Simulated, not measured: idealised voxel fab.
The process module that follows is named voxel fin reveal.
250 nm wide, 5 nm square cells: that's cross-section cut.
Just so we're on the same page, the cross-sections are grids of square cells, and they're listed out in bands top to bottom, each band one or more rows deep. First you get the band's top height and its bottom height, in nm, and then the materials it's made of, left to right, with each width in nm. If you see a single material with "everywhere", that one covers the band edge to edge. "empty" is empty space. Zero point of the height axis is 0; under it, received wafer = one material. Lowest band: continues down indefinitely, "from 0 down". It should be noted that a width expressed as "30->40" varies in equal increments from row to row of cells within the band, taking the value of the first number at the top row and that of the second number at the bottom row. "nothing different" means the step left every cell of the cross-section as it was. Empty spaces without an open route to the top, at least 8 cells in extent, make up the entry "Sealed-off cavities"; each is given as width x height at distance, where the distance is measured from the left edge, and all are in nm. Read whatever lies past the settings on a step's line as the simulator's own remark about the step. What "overlay nm" on a step's line means: if the step has a mask, that mask lay this far to the right of its planned place, or, when the value is negative, to the left.

Set out below are the planned steps of the process
1) RECEIVE: material Si
2) CONFORMAL_DEP: material SiN, thk nm 5
3) DIRECTIONAL_DEP: material aC, thk nm 15
4) PATTERN: tone cover, mask id FINS, material resist, width nm 15, pitch nm 35, thk nm 35, overlay nm 0
5) DIRECTIONAL_ETCH: etch materials aC, depth nm 15
6) STRIP: etch materials resist
7) DIRECTIONAL_ETCH: etch materials SiN, depth nm 5
8) DIRECTIONAL_ETCH: etch materials Si, depth nm 35
9) STRIP: etch materials aC
10) OXIDIZE: depth nm 5
11) FILL_DEP: material SiO2, thk nm 15
12) CMP: height nm 5
13) SELECTIVE_ETCH: etch materials SiO2, depth nm 25
14) STRIP: etch materials SiN

This is the cross-section of the wafer as we received it, i.e. after step 1
* from 0 down: Si everywhere
* Sealed-off cavities: none

Cross-sectional image of the first of two wafers at the end of the module, the run having proceeded as planned
* from 0 to -20: empty 85, then Si 5, then empty 30, then Si 5, then empty 30, then Si 5, then empty 90
* from -20 to -40: SiO2 85, then Si 5, then SiO2 30, then Si 5, then SiO2 30, then Si 5, then SiO2 90
* from -40 down: Si everywhere
* Sealed-off cavities: none

Second wafer of the two, sectioned at the end of the module. It began like the first and followed the same plan, but one mistake was made while running it
* from 0 to -5: empty 85, then Si 5, then empty 30, then Si 5, then empty 30, then Si 5, then empty 90
* from -5 to -40: SiO2 85, then Si 5, then SiO2 30, then Si 5, then SiO2 30, then Si 5, then SiO2 90
* from -40 down: Si everywhere
* Sealed-off cavities: none
Diagnosis: step 12 was dropped from the plan's execution and never run
In the final state, the cell counts of the second wafer exceed or fall short of those of the first for the following materials: 141 more of SiO2
